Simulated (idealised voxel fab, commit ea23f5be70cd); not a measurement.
Process module in this document: voxel released beams
In the cross-section labelled cut, the width is 295 nm and each square cell is 5 nm.
Format of a cross-section: grid, square cells. Given as bands. Order: top down. Band: one or more rows of cells. Band: top height; bottom height; in nm. Then, left to right: material with width in nm, for each material. "everywhere": a single material spanning edge to edge. "air": empty space. Convention: height 0 is the level below which the wafer, as received, is all one material. The lowest band does not terminate at the bottom but continues downward, represented as "top 0, no bottom". A width such as "30 to 40" changes by the same amount from each row of cells to the next, from the band's top row to its bottom row. "no modification" for a step: no cell of the cross-section changed in that step. "Completely enclosed voids" - sealed voids, min. 8 cells, no opening to top; format: width x height at distance (distance from left edge; nm throughout). Note: text after step settings on the step line = simulator remark on that step. "overlay nm" denotes, for a step that has a mask, the displacement of the mask to the right of its planned place, with negative values corresponding to the left.

[The following list gives the planned process steps]
- 1: RECEIVE with material Si
- 2: CONFORMAL_DEP with material Al2O3, thk nm 10
- 3: DIRECTIONAL_DEP with material SiO2, thk nm 20
- 4: MASKED_ETCH with tone open, mask id ANCHOR, width nm 35, etch materials SiO2, depth nm 20, overlay nm 0
- 5: CONFORMAL_DEP with material W, thk nm 5
- 6: DIRECTIONAL_DEP with material aC, thk nm 15
- 7: PATTERN with tone cover, mask id BEAM, material resist, width nm 115, thk nm 35, overlay nm 0
- 8: DIRECTIONAL_ETCH with etch materials aC, depth nm 15
- 9: STRIP with etch materials resist
- 10: DIRECTIONAL_ETCH with etch materials W, depth nm 10
- 11: STRIP with etch materials aC
- 12: STRIP with etch materials SiO2
varied across the wafers: thk nm of step 5. The plan shows the first wafer's value. All wafers start alike

[Cross-section of the first of several received wafers, showing its state after step 1]
	top 0, no bottom: Si everywhere
	Completely enclosed voids: none

[Note: the following table is arranged by wafer, a row apiece. Each row reports the end-of-module state: per material, cells gained (+) or cells lost (-) compared with the wafer as received; closed voids follow]
thk nm 5, +118 Al2O3, +31 W, Completely enclosed voids: none
thk nm 10, +118 Al2O3, +62 W, Completely enclosed voids: none
thk nm 15, +118 Al2O3, +208 SiO2, +129 W, Completely enclosed voids: none
thk nm 20, +118 Al2O3, +208 SiO2, +192 W, Completely enclosed voids: none
thk nm 25, +118 Al2O3, +208 SiO2, +251 W, Completely enclosed voids: none
